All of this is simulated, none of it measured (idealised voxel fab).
process module | voxel tone inversion
cross-section cut | 275 nm wide | cells 5 nm
When this document writes out a cross-section, it uses a grid of square cells and lists it as bands, beginning at the top and moving down, with a band standing for one or more rows of cells.
Each band's line starts with the height of the band's top and of its bottom, in nm. Then come its materials from left to right, each with its width in nm. One material with "throughout" fills the band from edge to edge. "air" is empty space.
Height 0 is the level under which the wafer as received is all one material. The lowest band goes on downwards, as in "0 -> down".
Graded width ("30..40"): value in top row of band = first number; value in bottom row = second number; row-to-row change constant.
Where the words "remained unchanged" appear for a step, the cross-section shows no cell changed by that step; every cell remained as before.
In "Trapped voids" the enclosed voids are listed, meaning empty spaces of 8 cells or larger without any opening to the top. The form is width x height at distance, distance from the left edge, units nm.
On each step's line, the part that comes after the settings is the simulator's own comment on the step.
Regarding "overlay nm": on a step with a mask, it is the distance the mask lay to the right of its planned place; a negative value places it to the left.

**Steps planned for the process**
1) RECEIVE: material Si
2) CONFORMAL_DEP: material SiCN, thk nm 5
3) DIRECTIONAL_DEP: material aC, thk nm 25
4) PATTERN: tone cover, mask id POSTS, material resist, width nm 15, pitch nm 35, thk nm 35, overlay nm -15
5) DIRECTIONAL_ETCH: etch materials aC, depth nm 25
6) STRIP: etch materials resist
7) FILL_DEP: material lowk, thk nm 10
8) CMP: height nm 30
9) STRIP: etch materials aC
What sets these wafers apart? The overlay nm at step 4. They all start alike, and the plan carries the first wafer's value.

**Cross-section of the first incoming wafer of several, state after step 1**
    0 -> down: Si throughout
    Trapped voids: none

**each wafer at the end: cells of each material gained (+) or lost (-) since it was received, then its closed voids**
overlay nm -15; +55 SiCN; +215 lowk; Trapped voids: none
overlay nm -10; +55 SiCN; +215 lowk; Trapped voids: none
overlay nm -5; +55 SiCN; +215 lowk; Trapped voids: none
overlay nm 0; +55 SiCN; +215 lowk; Trapped voids: none
overlay nm 5; +55 SiCN; +215 lowk; Trapped voids: none
overlay nm 10; +55 SiCN; +215 lowk; Trapped voids: none
overlay nm 15; +55 SiCN; +215 lowk; Trapped voids: none
